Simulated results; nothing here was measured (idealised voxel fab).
Proc. module: voxel capacitor over wiring
Section cut is 210 nm wide and gridded with 5 nm square cells.
Reading order for cross-sections: top band down to bottom band. Underlying form: a grid of square cells. Band size: one or more rows of cells.
What a band's entry tells you: where the top is and where the bottom is, as heights in nm, and after that what lies inside, material by material from left to right, each with its width in nm. Empty space is written as the word "blank", and a single material marked with the word "edge to edge" occupies the band from edge to edge.
Basically, 0 is our baseline, since under it the wafer straight out of the box is all one material. The bottom band has no lower end and keeps on going down, so it looks like "0..down".
You'd read "30->40" like this: the band's top row of cells is as wide as the first number, its bottom row is as wide as the second, and going down, every row changes width by the same amount as the row before did.
"no change occurred" -> step changed no cross-section cell.
Look at "Enclosed internal voids" for the closed voids: empty spaces with no open path to the top, sized 8 cells or up. Each is width x height at distance, distance from the left edge, all nm.
It should be noted that, on the line of a given step, the content following the step's settings is a remark produced by the simulator itself with respect to that step.
The line of a step may include "overlay nm". On a step with a mask, this value is how far to the right of its planned place the mask lay. A negative value means the mask lay to the left.
In what follows, pairs of cross-sections are presented, each taken before and after one process step, with the after cross-section shown only down to the lowest band that was altered; the step, together with its settings, is stated below the pair. The pairs may stem from different runs of this module on the same starting wafer; accordingly, a pair should be taken as continuing from the one above it solely where its entry headed "Preceding state" indicates as much.

Preceding state
> 110..90 = 65 blank  55 resist  90 blank
> 90..80 = 65 blank  55 TiN  90 blank
> 80..75 = 65 blank  55 Al2O3  90 blank
> 75..65 = TiN edge to edge
> 65..55 = 65 SiO2  5 TiN  5 W  5 TiN  130 SiO2
> 55..50 = 65 SiCN  15 TiN  130 SiCN
> 50..45 = 50 SiCN  35 Ru  40 SiCN  35 Ru  50 SiCN
> 45..35 = 55 SiO2  5 TiN  15 W  5 TiN  50 SiO2  5 TiN  15 W  5 TiN  55 SiO2
> 35..30 = 55 SiCN  25 TiN  50 SiCN  25 TiN  55 SiCN
> 30..0 = SiO2 edge to edge
> 0..down = Si edge to edge
> Enclosed internal voids: none

Post-Step Cross-Section
> 90..80 = 65 blank  55 TiN  90 blank
> Below a height of 80, the structure has not been altered.
> Enclosed internal voids: none
Between before and after as drawn above: STRIP: etch materials resist

Preceding state: look at the pair above, its after cross-section is where this step starts.

Post-Step Cross-Section
> 105..90 = 60 blank  65 resist  85 blank
> 90..80 = 60 blank  5 resist  55 TiN  5 resist  85 blank
> 80..75 = 60 blank  5 resist  55 Al2O3  5 resist  85 blank
> Below a height of 75, the structure has not been altered.
> Enclosed internal voids: none
Between before and after as drawn above: PATTERN: tone cover, mask id LOWER_PLATE, material resist, width nm 65, thk nm 15, overlay nm 0

Preceding state: look at the pair above, its after cross-section is where this step starts.

Post-Step Cross-Section
> 105..90 = 60 blank  65 resist  85 blank
> 90..80 = 60 blank  5 resist  55 TiN  5 resist  85 blank
> 80..75 = 60 blank  5 resist  55 Al2O3  5 resist  85 blank
> 75..65 = 60 blank  65 TiN  85 blank
> Below a height of 65, the structure has not been altered.
> Enclosed internal voids: none
Between before and after as drawn above: DIRECTIONAL_ETCH: etch materials TiN, depth nm 10

Preceding state: look at the pair above, its after cross-section is where this step starts.

Post-Step Cross-Section
> 90..80 = 65 blank  55 TiN  90 blank
> 80..75 = 65 blank  55 Al2O3  90 blank
> Below a height of 75, the structure has not been altered.
> Enclosed internal voids: none
Between before and after as drawn above: STRIP: etch materials resist

Preceding state: look at the pair above, its after cross-section is where this step starts.

Post-Step Cross-Section
> 110..90 = SiO2 edge to edge
> 90..80 = 65 SiO2  55 TiN  90 SiO2
> 80..75 = 65 SiO2  55 Al2O3  90 SiO2
> 75..65 = 60 SiO2  65 TiN  85 SiO2
> Below a height of 65, the structure has not been altered.
> Enclosed internal voids: none
Between before and after as drawn above: FILL_DEP: material SiO2, thk nm 20

Preceding state: look at the pair above, its after cross-section is where this step starts.

Post-Step Cross-Section
> 105..90 = SiO2 edge to edge
> Below a height of 90, the structure has not been altered.
> Enclosed internal voids: none
Between before and after as drawn above: CMP: height nm 105

Preceding state: look at the pair above, its after cross-section is where this step starts.

Post-Step Cross-Section
> 125..105 = 75 resist  15 blank  120 resist
> Below a height of 105, the structure has not been altered.
> Enclosed internal voids: none
Between before and after as drawn above: PATTERN: tone open, mask id PLUG_2, material resist, width nm 15, thk nm 20, overlay nm 0

Preceding state: look at the pair above, its after cross-section is where this step starts.

Post-Step Cross-Section
> 125..105 = 75 resist  15 blank  120 resist
> 105..90 = 75 SiO2  15 blank  120 SiO2
> Below a height of 90, the structure has not been altered.
> Enclosed internal voids: none
Between before and after as drawn above: DIRECTIONAL_ETCH: etch materials SiO2, depth nm 15

Preceding state: look at the pair above, its after cross-section is where this step starts.

Post-Step Cross-Section
> 105..90 = 75 SiO2  15 blank  120 SiO2
> Below a height of 90, the structure has not been altered.
> Enclosed internal voids: none
Between before and after as drawn above: STRIP: etch materials resist

Preceding state: look at the pair above, its after cross-section is where this step starts.

Post-Step Cross-Section
> 110..105 = 80 TiN  5 blank  125 TiN
> 105..95 = 75 SiO2  5 TiN  5 blank  5 TiN  120 SiO2
> 95..90 = 75 SiO2  15 TiN  120 SiO2
> Below a height of 90, the structure has not been altered.
> Enclosed internal voids: none
Between before and after as drawn above: CONFORMAL_DEP: material TiN, thk nm 5

Preceding state: look at the pair above, its after cross-section is where this step starts.

Post-Step Cross-Section
> 115..110 = Ru edge to edge
> 110..105 = 80 TiN  5 Ru  125 TiN
> 105..95 = 75 SiO2  5 TiN  5 Ru  5 TiN  120 SiO2
> Below a height of 95, the structure has not been altered.
> Enclosed internal voids: none
Between before and after as drawn above: FILL_DEP: material Ru, thk nm 5

Preceding state: look at the pair above, its after cross-section is where this step starts.

Post-Step Cross-Section
> 105..95 = 75 SiO2  5 TiN  5 Ru  5 TiN  120 SiO2
> Below a height of 95, the structure has not been altered.
> Enclosed internal voids: none
Between before and after as drawn above: CMP: height nm 105

Preceding state: look at the pair above, its after cross-section is where this step starts.

Post-Step Cross-Section
> 110..105 = SiCN edge to edge
> Below a height of 105, the structure has not been altered.
> Enclosed internal voids: none
Between before and after as drawn above: CONFORMAL_DEP: material SiCN, thk nm 5

Preceding state
> 5..0 = SiCN edge to edge
> 0..down = Si edge to edge
> Enclosed internal voids: none

Post-Step Cross-Section
> 20..5 = SiO2 edge to edge
> Below a height of 5, the structure has not been altered.
> Enclosed internal voids: none
Between before and after as drawn above: CONFORMAL_DEP: material SiO2, thk nm 15

Preceding state: look at the pair above, its after cross-section is where this step starts.

Post-Step Cross-Section
> 45..5 = SiO2 edge to edge
> Below a height of 5, the structure has not been altered.
> Enclosed internal voids: none
Between before and after as drawn above: DIRECTIONAL_DEP: material SiO2, thk nm 25

Preceding state: look at the pair above, its after cross-section is where this step starts.

Post-Step Cross-Section
> 45..20 = 55 SiO2  25 blank  50 SiO2  25 blank  55 SiO2
> Below a height of 20, the structure has not been altered.
> Enclosed internal voids: none
Between before and after as drawn above: MASKED_ETCH: tone open, mask id METAL_1, width nm 25, pitch nm 75, etch materials SiO2, depth nm 25, overlay nm 0

Preceding state: look at the pair above, its after cross-section is where this step starts.

Post-Step Cross-Section
> 50..45 = 60 TiN  15 blank  60 TiN  15 blank  60 TiN
> 45..25 = 55 SiO2  5 TiN  15 blank  5 TiN  50 SiO2  5 TiN  15 blank  5 TiN  55 SiO2
> 25..20 = 55 SiO2  25 TiN  50 SiO2  25 TiN  55 SiO2
> Below a height of 20, the structure has not been altered.
> Enclosed internal voids: none
Between before and after as drawn above: CONFORMAL_DEP: material TiN, thk nm 5

Preceding state: look at the pair above, its after cross-section is where this step starts.

Post-Step Cross-Section
> 60..50 = W edge to edge
> 50..45 = 60 TiN  15 W  60 TiN  15 W  60 TiN
> 45..25 = 55 SiO2  5 TiN  15 W  5 TiN  50 SiO2  5 TiN  15 W  5 TiN  55 SiO2
> Below a height of 25, the structure has not been altered.
> Enclosed internal voids: none
Between before and after as drawn above: FILL_DEP: material W, thk nm 10

Preceding state: look at the pair above, its after cross-section is where this step starts.

Post-Step Cross-Section
> 45..25 = 55 SiO2  5 TiN  15 W  5 TiN  50 SiO2  5 TiN  15 W  5 TiN  55 SiO2
> Below a height of 25, the structure has not been altered.
> Enclosed internal voids: none
Between before and after as drawn above: CMP: height nm 45

Preceding state: look at the pair above, its after cross-section is where this step starts.

Post-Step Cross-Section
> 50..45 = 50 blank  35 Ru  40 blank  35 Ru  50 blank
> Below a height of 45, the structure has not been altered.
> Enclosed internal voids: none
Between before and after as drawn above: EPI: material Ru, thk nm 5

Preceding state: look at the pair above, its after cross-section is where this step starts.

Post-Step Cross-Section
> 55..50 = SiCN edge to edge
> 50..45 = 50 SiCN  35 Ru  40 SiCN  35 Ru  50 SiCN
> Below a height of 45, the structure has not been altered.
> Enclosed internal voids: none
Between before and after as drawn above: FILL_DEP: material SiCN, thk nm 5

Preceding state: look at the pair above, its after cross-section is where this step starts.

Post-Step Cross-Section
> 65..55 = SiO2 edge to edge
> Below a height of 55, the structure has not been altered.
> Enclosed internal voids: none
Between before and after as drawn above: DIRECTIONAL_DEP: material SiO2, thk nm 10

Preceding state: look at the pair above, its after cross-section is where this step starts.

Post-Step Cross-Section
> 65..55 = 65 SiO2  15 blank  130 SiO2
> Below a height of 55, the structure has not been altered.
> Enclosed internal voids: none
Between before and after as drawn above: MASKED_ETCH: tone open, mask id PLUG_1, width nm 15, etch materials SiO2, depth nm 10, overlay nm 0

Preceding state: look at the pair above, its after cross-section is where this step starts.

Post-Step Cross-Section
> 65..55 = 65 SiO2  15 blank  130 SiO2
> 55..50 = 65 SiCN  15 blank  130 SiCN
> Below a height of 50, the structure has not been altered.
> Enclosed internal voids: none
Between before and after as drawn above: MASKED_ETCH: tone open, mask id PLUG_1, width nm 15, etch materials SiCN, depth nm 5, overlay nm 0

Preceding state: look at the pair above, its after cross-section is where this step starts.

Post-Step Cross-Section
> 70..65 = 70 TiN  5 blank  135 TiN
> 65..55 = 65 SiO2  5 TiN  5 blank  5 TiN  130 SiO2
> 55..50 = 65 SiCN  15 TiN  130 SiCN
> Below a height of 50, the structure has not been altered.
> Enclosed internal voids: none
Between before and after as drawn above: CONFORMAL_DEP: material TiN, thk nm 5

Preceding state: look at the pair above, its after cross-section is where this step starts.

Post-Step Cross-Section
> 75..70 = W edge to edge
> 70..65 = 70 TiN  5 W  135 TiN
> 65..55 = 65 SiO2  5 TiN  5 W  5 TiN  130 SiO2
> Below a height of 55, the structure has not been altered.
> Enclosed internal voids: none
Between before and after as drawn above: FILL_DEP: material W, thk nm 5

Preceding state: look at the pair above, its after cross-section is where this step starts.

Post-Step Cross-Section
> 65..55 = 65 SiO2  5 TiN  5 W  5 TiN  130 SiO2
> Below a height of 55, the structure has not been altered.
> Enclosed internal voids: none
Between before and after as drawn above: CMP: height nm 65

Preceding state: look at the pair above, its after cross-section is where this step starts.

Post-Step Cross-Section
> 75..65 = TiN edge to edge
> Below a height of 65, the structure has not been altered.
> Enclosed internal voids: none
Between before and after as drawn above: DIRECTIONAL_DEP: material TiN, thk nm 10

Preceding state: look at the pair above, its after cross-section is where this step starts.

Post-Step Cross-Section
> 80..75 = Al2O3 edge to edge
> Below a height of 75, the structure has not been altered.
> Enclosed internal voids: none
Between before and after as drawn above: DIRECTIONAL_DEP: material Al2O3, thk nm 5

Preceding state: look at the pair above, its after cross-section is where this step starts.

Post-Step Cross-Section
> 90..80 = TiN edge to edge
> Below a height of 80, the structure has not been altered.
> Enclosed internal voids: none
Between before and after as drawn above: DIRECTIONAL_DEP: material TiN, thk nm 10

Preceding state: look at the pair above, its after cross-section is where this step starts.

Post-Step Cross-Section
> 110..90 = 65 blank  55 resist  90 blank
> Below a height of 90, the structure has not been altered.
> Enclosed internal voids: none
Between before and after as drawn above: PATTERN: tone cover, mask id UPPER_PLATE, material resist, width nm 55, thk nm 20, overlay nm 0

Preceding state: look at the pair above, its after cross-section is where this step starts.

Post-Step Cross-Section
> 110..90 = 65 blank  55 resist  90 blank
> 90..80 = 65 blank  55 TiN  90 blank
> Below a height of 80, the structure has not been altered.
> Enclosed internal voids: none
Between before and after as drawn above: DIRECTIONAL_ETCH: etch materials TiN, depth nm 10

Preceding state: look at the pair above, its after cross-section is where this step starts.

Post-Step Cross-Section
> 110..90 = 65 blank  55 resist  90 blank
> 90..80 = 65 blank  55 TiN  90 blank
> 80..75 = 65 blank  55 Al2O3  90 blank
> Below a height of 75, the structure has not been altered.
> Enclosed internal voids: none
Between before and after as drawn above: DIRECTIONAL_ETCH: etch materials Al2O3, depth nm 5

Preceding state: look at the pair above, its after cross-section is where this step starts.

Post-Step Cross-Section
> 90..80 = 65 blank  55 TiN  90 blank
> Below a height of 80, the structure has not been altered.
> Enclosed internal voids: none
Between before and after as drawn above: STRIP: etch materials resist

Preceding state: look at the pair above, its after cross-section is where this step starts.

Post-Step Cross-Section
> 105..90 = 60 blank  65 resist  85 blank
> 90..80 = 60 blank  5 resist  55 TiN  5 resist  85 blank
> 80..75 = 60 blank  5 resist  55 Al2O3  5 resist  85 blank
> Below a height of 75, the structure has not been altered.
> Enclosed internal voids: none
Between before and after as drawn above: PATTERN: tone cover, mask id LOWER_PLATE, material resist, width nm 65, thk nm 15, overlay nm 0

Preceding state: look at the pair above, its after cross-section is where this step starts.

Post-Step Cross-Section
> 105..90 = 60 blank  65 resist  85 blank
> 90..80 = 60 blank  5 resist  55 TiN  5 resist  85 blank
> 80..75 = 60 blank  5 resist  55 Al2O3  5 resist  85 blank
> 75..65 = 60 blank  65 TiN  85 blank
> Below a height of 65, the structure has not been altered.
> Enclosed internal voids: none
Between before and after as drawn above: DIRECTIONAL_ETCH: etch materials TiN, depth nm 10

Preceding state: look at the pair above, its after cross-section is where this step starts.

Post-Step Cross-Section
> 90..80 = 65 blank  55 TiN  90 blank
> 80..75 = 65 blank  55 Al2O3  90 blank
> Below a height of 75, the structure has not been altered.
> Enclosed internal voids: none
Between before and after as drawn above: STRIP: etch materials resist

Preceding state: look at the pair above, its after cross-section is where this step starts.

Post-Step Cross-Section
> 110..90 = SiO2 edge to edge
> 90..80 = 65 SiO2  55 TiN  90 SiO2
> 80..75 = 65 SiO2  55 Al2O3  90 SiO2
> 75..65 = 60 SiO2  65 TiN  85 SiO2
> Below a height of 65, the structure has not been altered.
> Enclosed internal voids: none
Between before and after as drawn above: FILL_DEP: material SiO2, thk nm 20

Preceding state: look at the pair above, its after cross-section is where this step starts.

Post-Step Cross-Section
> 105..90 = SiO2 edge to edge
> Below a height of 90, the structure has not been altered.
> Enclosed internal voids: none
Between before and after as drawn above: CMP: height nm 105

Preceding state: look at the pair above, its after cross-section is where this step starts.

Post-Step Cross-Section
> 125..105 = 75 resist  15 blank  120 resist
> Below a height of 105, the structure has not been altered.
> Enclosed internal voids: none
Between before and after as drawn above: PATTERN: tone open, mask id PLUG_2, material resist, width nm 15, thk nm 20, overlay nm 0

Preceding state: look at the pair above, its after cross-section is where this step starts.

Post-Step Cross-Section
> 125..105 = 75 resist  15 blank  120 resist
> 105..90 = 75 SiO2  15 blank  120 SiO2
> Below a height of 90, the structure has not been altered.
> Enclosed internal voids: none
Between before and after as drawn above: DIRECTIONAL_ETCH: etch materials SiO2, depth nm 15

Preceding state: look at the pair above, its after cross-section is where this step starts.

Post-Step Cross-Section
> 105..90 = 75 SiO2  15 blank  120 SiO2
> Below a height of 90, the structure has not been altered.
> Enclosed internal voids: none
Between before and after as drawn above: STRIP: etch materials resist

Preceding state: look at the pair above, its after cross-section is where this step starts.

Post-Step Cross-Section
> 110..105 = 80 TiN  5 blank  125 TiN
> 105..95 = 75 SiO2  5 TiN  5 blank  5 TiN  120 SiO2
> 95..90 = 75 SiO2  15 TiN  120 SiO2
> Below a height of 90, the structure has not been altered.
> Enclosed internal voids: none
Between before and after as drawn above: CONFORMAL_DEP: material TiN, thk nm 5

Preceding state: look at the pair above, its after cross-section is where this step starts.

Post-Step Cross-Section
> 115..110 = Ru edge to edge
> 110..105 = 80 TiN  5 Ru  125 TiN
> 105..95 = 75 SiO2  5 TiN  5 Ru  5 TiN  120 SiO2
> Below a height of 95, the structure has not been altered.
> Enclosed internal voids: none
Between before and after as drawn above: FILL_DEP: material Ru, thk nm 5

Preceding state: look at the pair above, its after cross-section is where this step starts.

Post-Step Cross-Section
> 105..95 = 75 SiO2  5 TiN  5 Ru  5 TiN  120 SiO2
> Below a height of 95, the structure has not been altered.
> Enclosed internal voids: none
Between before and after as drawn above: CMP: height nm 105

Preceding state: look at the pair above, its after cross-section is where this step starts.

Post-Step Cross-Section
> 110..105 = SiCN edge to edge
> Below a height of 105, the structure has not been altered.
> Enclosed internal voids: none
Between before and after as drawn above: CONFORMAL_DEP: material SiCN, thk nm 5

Preceding state
> 15..0 = SiO2 edge to edge
> 0..down = Si edge to edge
> Enclosed internal voids: none

Post-Step Cross-Section
> 30..15 = SiCN edge to edge
> Below a height of 15, the structure has not been altered.
> Enclosed internal voids: none
Between before and after as drawn above: CONFORMAL_DEP: material SiCN, thk nm 15

Preceding state: look at the pair above, its after cross-section is where this step starts.

Post-Step Cross-Section
> 55..30 = SiO2 edge to edge
> Below a height of 30, the structure has not been altered.
> Enclosed internal voids: none
Between before and after as drawn above: DIRECTIONAL_DEP: material SiO2, thk nm 25

Preceding state: look at the pair above, its after cross-section is where this step starts.

Post-Step Cross-Section
> 55..30 = 55 SiO2  25 blank  50 SiO2  25 blank  55 SiO2
> Below a height of 30, the structure has not been altered.
> Enclosed internal voids: none
Between before and after as drawn above: MASKED_ETCH: tone open, mask id METAL_1, width nm 25, pitch nm 75, etch materials SiO2, depth nm 25, overlay nm 0

Preceding state: look at the pair above, its after cross-section is where this step starts.

Post-Step Cross-Section
> 55..30 = 55 SiO2  25 blank  50 SiO2  25 blank  55 SiO2
> 30..25 = 55 SiCN  25 blank  50 SiCN  25 blank  55 SiCN
> Below a height of 25, the structure has not been altered.
> Enclosed internal voids: none
Between before and after as drawn above: MASKED_ETCH: tone open, mask id METAL_1, width nm 25, pitch nm 75, etch materials SiCN, depth nm 5, overlay nm 0

Preceding state: look at the pair above, its after cross-section is where this step starts.

Post-Step Cross-Section
> 60..55 = 60 TiN  15 blank  60 TiN  15 blank  60 TiN
> 55..30 = 55 SiO2  5 TiN  15 blank  5 TiN  50 SiO2  5 TiN  15 blank  5 TiN  55 SiO2
> 30..25 = 55 SiCN  25 TiN  50 SiCN  25 TiN  55 SiCN
> Below a height of 25, the structure has not been altered.
> Enclosed internal voids: none
Between before and after as drawn above: CONFORMAL_DEP: material TiN, thk nm 5

Preceding state: look at the pair above, its after cross-section is where this step starts.

Post-Step Cross-Section
> 70..60 = W edge to edge
> 60..55 = 60 TiN  15 W  60 TiN  15 W  60 TiN
> 55..30 = 55 SiO2  5 TiN  15 W  5 TiN  50 SiO2  5 TiN  15 W  5 TiN  55 SiO2
> Below a height of 30, the structure has not been altered.
> Enclosed internal voids: none
Between before and after as drawn above: FILL_DEP: material W, thk nm 10

Preceding state: look at the pair above, its after cross-section is where this step starts.

Post-Step Cross-Section
> 45..30 = 55 SiO2  5 TiN  15 W  5 TiN  50 SiO2  5 TiN  15 W  5 TiN  55 SiO2
> Below a height of 30, the structure has not been altered.
> Enclosed internal voids: none
Between before and after as drawn above: CMP: height nm 45

Preceding state: look at the pair above, its after cross-section is where this step starts.

Post-Step Cross-Section
> 50..45 = 50 blank  35 Ru  40 blank  35 Ru  50 blank
> Below a height of 45, the structure has not been altered.
> Enclosed internal voids: none
Between before and after as drawn above: EPI: material Ru, thk nm 5

Preceding state: look at the pair above, its after cross-section is where this step starts.

Post-Step Cross-Section
> 55..50 = SiCN edge to edge
> 50..45 = 50 SiCN  35 Ru  40 SiCN  35 Ru  50 SiCN
> Below a height of 45, the structure has not been altered.
> Enclosed internal voids: none
Between before and after as drawn above: FILL_DEP: material SiCN, thk nm 5

Preceding state: look at the pair above, its after cross-section is where this step starts.

Post-Step Cross-Section
> 65..55 = SiO2 edge to edge
> Below a height of 55, the structure has not been altered.
> Enclosed internal voids: none
Between before and after as drawn above: DIRECTIONAL_DEP: material SiO2, thk nm 10

Preceding state: look at the pair above, its after cross-section is where this step starts.

Post-Step Cross-Section
> 65..55 = 65 SiO2  15 blank  130 SiO2
> Below a height of 55, the structure has not been altered.
> Enclosed internal voids: none
Between before and after as drawn above: MASKED_ETCH: tone open, mask id PLUG_1, width nm 15, etch materials SiO2, depth nm 10, overlay nm 0

Preceding state: look at the pair above, its after cross-section is where this step starts.

Post-Step Cross-Section
> 65..55 = 65 SiO2  15 blank  130 SiO2
> 55..50 = 65 SiCN  15 blank  130 SiCN
> Below a height of 50, the structure has not been altered.
> Enclosed internal voids: none
Between before and after as drawn above: MASKED_ETCH: tone open, mask id PLUG_1, width nm 15, etch materials SiCN, depth nm 5, overlay nm 0

Preceding state: look at the pair above, its after cross-section is where this step starts.

Post-Step Cross-Section
> 70..65 = 70 TiN  5 blank  135 TiN
> 65..55 = 65 SiO2  5 TiN  5 blank  5 TiN  130 SiO2
> 55..50 = 65 SiCN  15 TiN  130 SiCN
> Below a height of 50, the structure has not been altered.
> Enclosed internal voids: none
Between before and after as drawn above: CONFORMAL_DEP: material TiN, thk nm 5

Preceding state: look at the pair above, its after cross-section is where this step starts.

Post-Step Cross-Section
> 75..70 = W edge to edge
> 70..65 = 70 TiN  5 W  135 TiN
> 65..55 = 65 SiO2  5 TiN  5 W  5 TiN  130 SiO2
> Below a height of 55, the structure has not been altered.
> Enclosed internal voids: none
Between before and after as drawn above: FILL_DEP: material W, thk nm 5

Preceding state: look at the pair above, its after cross-section is where this step starts.

Post-Step Cross-Section
> 65..55 = 65 SiO2  5 TiN  5 W  5 TiN  130 SiO2
> Below a height of 55, the structure has not been altered.
> Enclosed internal voids: none
Between before and after as drawn above: CMP: height nm 65

Preceding state: look at the pair above, its after cross-section is where this step starts.

Post-Step Cross-Section
> 75..65 = TiN edge to edge
> Below a height of 65, the structure has not been altered.
> Enclosed internal voids: none
Between before and after as drawn above: DIRECTIONAL_DEP: material TiN, thk nm 10

Preceding state: look at the pair above, its after cross-section is where this step starts.

Post-Step Cross-Section
> 80..75 = Al2O3 edge to edge
> Below a height of 75, the structure has not been altered.
> Enclosed internal voids: none
Between before and after as drawn above: DIRECTIONAL_DEP: material Al2O3, thk nm 5

Preceding state: look at the pair above, its after cross-section is where this step starts.

Post-Step Cross-Section
> 90..80 = TiN edge to edge
> Below a height of 80, the structure has not been altered.
> Enclosed internal voids: none
Between before and after as drawn above: DIRECTIONAL_DEP: material TiN, thk nm 10

Preceding state: look at the pair above, its after cross-section is where this step starts.

Post-Step Cross-Section
> 110..90 = 65 blank  55 resist  90 blank
> Below a height of 90, the structure has not been altered.
> Enclosed internal voids: none
Between before and after as drawn above: PATTERN: tone cover, mask id UPPER_PLATE, material resist, width nm 55, thk nm 20, overlay nm 0

Preceding state: look at the pair above, its after cross-section is where this step starts.

Post-Step Cross-Section
> 110..90 = 65 blank  55 resist  90 blank
> 90..80 = 65 blank  55 TiN  90 blank
> Below a height of 80, the structure has not been altered.
> Enclosed internal voids: none
Between before and after as drawn above: DIRECTIONAL_ETCH: etch materials TiN, depth nm 10

Preceding state: look at the pair above, its after cross-section is where this step starts.

Post-Step Cross-Section
> 110..90 = 65 blank  55 resist  90 blank
> 90..80 = 65 blank  55 TiN  90 blank
> 80..75 = 65 blank  55 Al2O3  90 blank
> Below a height of 75, the structure has not been altered.
> Enclosed internal voids: none
Between before and after as drawn above: DIRECTIONAL_ETCH: etch materials Al2O3, depth nm 5

Preceding state: look at the pair above, its after cross-section is where this step starts.

Post-Step Cross-Section
> 90..80 = 65 blank  55 TiN  90 blank
> Below a height of 80, the structure has not been altered.
> Enclosed internal voids: none
Between before and after as drawn above: STRIP: etch materials resist

Preceding state: look at the pair above, its after cross-section is where this step starts.

Post-Step Cross-Section
> 105..90 = 60 blank  65 resist  85 blank
> 90..80 = 60 blank  5 resist  55 TiN  5 resist  85 blank
> 80..75 = 60 blank  5 resist  55 Al2O3  5 resist  85 blank
> Below a height of 75, the structure has not been altered.
> Enclosed internal voids: none
Between before and after as drawn above: PATTERN: tone cover, mask id LOWER_PLATE, material resist, width nm 65, thk nm 15, overlay nm 0

Preceding state: look at the pair above, its after cross-section is where this step starts.

Post-Step Cross-Section
> 105..90 = 60 blank  65 resist  85 blank
> 90..80 = 60 blank  5 resist  55 TiN  5 resist  85 blank
> 80..75 = 60 blank  5 resist  55 Al2O3  5 resist  85 blank
> 75..65 = 60 blank  65 TiN  85 blank
> Below a height of 65, the structure has not been altered.
> Enclosed internal voids: none
Between before and after as drawn above: DIRECTIONAL_ETCH: etch materials TiN, depth nm 10

Preceding state: look at the pair above, its after cross-section is where this step starts.

Post-Step Cross-Section
> 90..80 = 65 blank  55 TiN  90 blank
> 80..75 = 65 blank  55 Al2O3  90 blank
> Below a height of 75, the structure has not been altered.
> Enclosed internal voids: none
Between before and after as drawn above: STRIP: etch materials resist

Preceding state: look at the pair above, its after cross-section is where this step starts.

Post-Step Cross-Section
> 110..90 = SiO2 edge to edge
> 90..80 = 65 SiO2  55 TiN  90 SiO2
> 80..75 = 65 SiO2  55 Al2O3  90 SiO2
> 75..65 = 60 SiO2  65 TiN  85 SiO2
> Below a height of 65, the structure has not been altered.
> Enclosed internal voids: none
Between before and after as drawn above: FILL_DEP: material SiO2, thk nm 20

Preceding state: look at the pair above, its after cross-section is where this step starts.

Post-Step Cross-Section
> 105..90 = SiO2 edge to edge
> Below a height of 90, the structure has not been altered.
> Enclosed internal voids: none
Between before and after as drawn above: CMP: height nm 105

Preceding state: look at the pair above, its after cross-section is where this step starts.

Post-Step Cross-Section
> 125..105 = 75 resist  15 blank  120 resist
> Below a height of 105, the structure has not been altered.
> Enclosed internal voids: none
Between before and after as drawn above: PATTERN: tone open, mask id PLUG_2, material resist, width nm 15, thk nm 20, overlay nm 0

Preceding state: look at the pair above, its after cross-section is where this step starts.

Post-Step Cross-Section
> 125..105 = 75 resist  15 blank  120 resist
> 105..90 = 75 SiO2  15 blank  120 SiO2
> Below a height of 90, the structure has not been altered.
> Enclosed internal voids: none
Between before and after as drawn above: DIRECTIONAL_ETCH: etch materials SiO2, depth nm 15

Preceding state: look at the pair above, its after cross-section is where this step starts.

Post-Step Cross-Section
> 105..90 = 75 SiO2  15 blank  120 SiO2
> Below a height of 90, the structure has not been altered.
> Enclosed internal voids: none
Between before and after as drawn above: STRIP: etch materials resist

Preceding state: look at the pair above, its after cross-section is where this step starts.

Post-Step Cross-Section
> 110..105 = 80 TiN  5 blank  125 TiN
> 105..95 = 75 SiO2  5 TiN  5 blank  5 TiN  120 SiO2
> 95..90 = 75 SiO2  15 TiN  120 SiO2
> Below a height of 90, the structure has not been altered.
> Enclosed internal voids: none
Between before and after as drawn above: CONFORMAL_DEP: material TiN, thk nm 5

Preceding state: look at the pair above, its after cross-section is where this step starts.

Post-Step Cross-Section
> 115..110 = Ru edge to edge
> 110..105 = 80 TiN  5 Ru  125 TiN
> 105..95 = 75 SiO2  5 TiN  5 Ru  5 TiN  120 SiO2
> Below a height of 95, the structure has not been altered.
> Enclosed internal voids: none
Between before and after as drawn above: FILL_DEP: material Ru, thk nm 5

Preceding state: look at the pair above, its after cross-section is where this step starts.

Post-Step Cross-Section
> 105..95 = 75 SiO2  5 TiN  5 Ru  5 TiN  120 SiO2
> Below a height of 95, the structure has not been altered.
> Enclosed internal voids: none
Between before and after as drawn above: CMP: height nm 105

Preceding state: look at the pair above, its after cross-section is where this step starts.

Post-Step Cross-Section
> 110..105 = SiCN edge to edge
> Below a height of 105, the structure has not been altered.
> Enclosed internal voids: none
Between before and after as drawn above: CONFORMAL_DEP: material SiCN, thk nm 5

Preceding state
> 65..55 = SiO2 edge to edge
> 55..50 = SiCN edge to edge
> 50..45 = 50 SiCN  35 Ru  40 SiCN  35 Ru  50 SiCN
> 45..20 = 55 SiO2  5 TiN  15 W  5 TiN  50 SiO2  5 TiN  15 W  5 TiN  55 SiO2
> 20..15 = 55 SiCN  25 TiN  50 SiCN  25 TiN  55 SiCN
> 15..0 = SiO2 edge to edge
> 0..down = Si edge to edge
> Enclosed internal voids: none

Post-Step Cross-Section
> 65..55 = 65 SiO2  20 blank  125 SiO2
> Below a height of 55, the structure has not been altered.
> Enclosed internal voids: none
Between before and after as drawn above: MASKED_ETCH: tone open, mask id PLUG_1, width nm 20, etch materials SiO2, depth nm 10, overlay nm 0

Preceding state: look at the pair above, its after cross-section is where this step starts.

Post-Step Cross-Section
> 65..55 = 65 SiO2  20 blank  125 SiO2
> 55..50 = 65 SiCN  15 blank  130 SiCN
> Below a height of 50, the structure has not been altered.
> Enclosed internal voids: none
Between before and after as drawn above: MASKED_ETCH: tone open, mask id PLUG_1, width nm 15, etch materials SiCN, depth nm 5, overlay nm 0

Preceding state: look at the pair above, its after cross-section is where this step starts.

Post-Step Cross-Section
> 70..65 = 70 TiN  10 blank  130 TiN
> 65..55 = 65 SiO2  5 TiN  10->5 blank  5->10 TiN  125 SiO2
> 55..50 = 65 SiCN  15 TiN  130 SiCN
> Below a height of 50, the structure has not been altered.
> Enclosed internal voids: none
Between before and after as drawn above: CONFORMAL_DEP: material TiN, thk nm 5

Preceding state: look at the pair above, its after cross-section is where this step starts.

Post-Step Cross-Section
> 75..70 = W edge to edge
> 70..65 = 70 TiN  10 W  130 TiN
> 65..55 = 65 SiO2  5 TiN  10->5 W  5->10 TiN  125 SiO2
> Below a height of 55, the structure has not been altered.
> Enclosed internal voids: none
Between before and after as drawn above: FILL_DEP: material W, thk nm 5

Preceding state: look at the pair above, its after cross-section is where this step starts.

Post-Step Cross-Section
> 65..55 = 65 SiO2  5 TiN  10->5 W  5->10 TiN  125 SiO2
> Below a height of 55, the structure has not been altered.
> Enclosed internal voids: none
Between before and after as drawn above: CMP: height nm 65

Preceding state: look at the pair above, its after cross-section is where this step starts.

Post-Step Cross-Section
> 75..65 = TiN edge to edge
> Below a height of 65, the structure has not been altered.
> Enclosed internal voids: none
Between before and after as drawn above: DIRECTIONAL_DEP: material TiN, thk nm 10
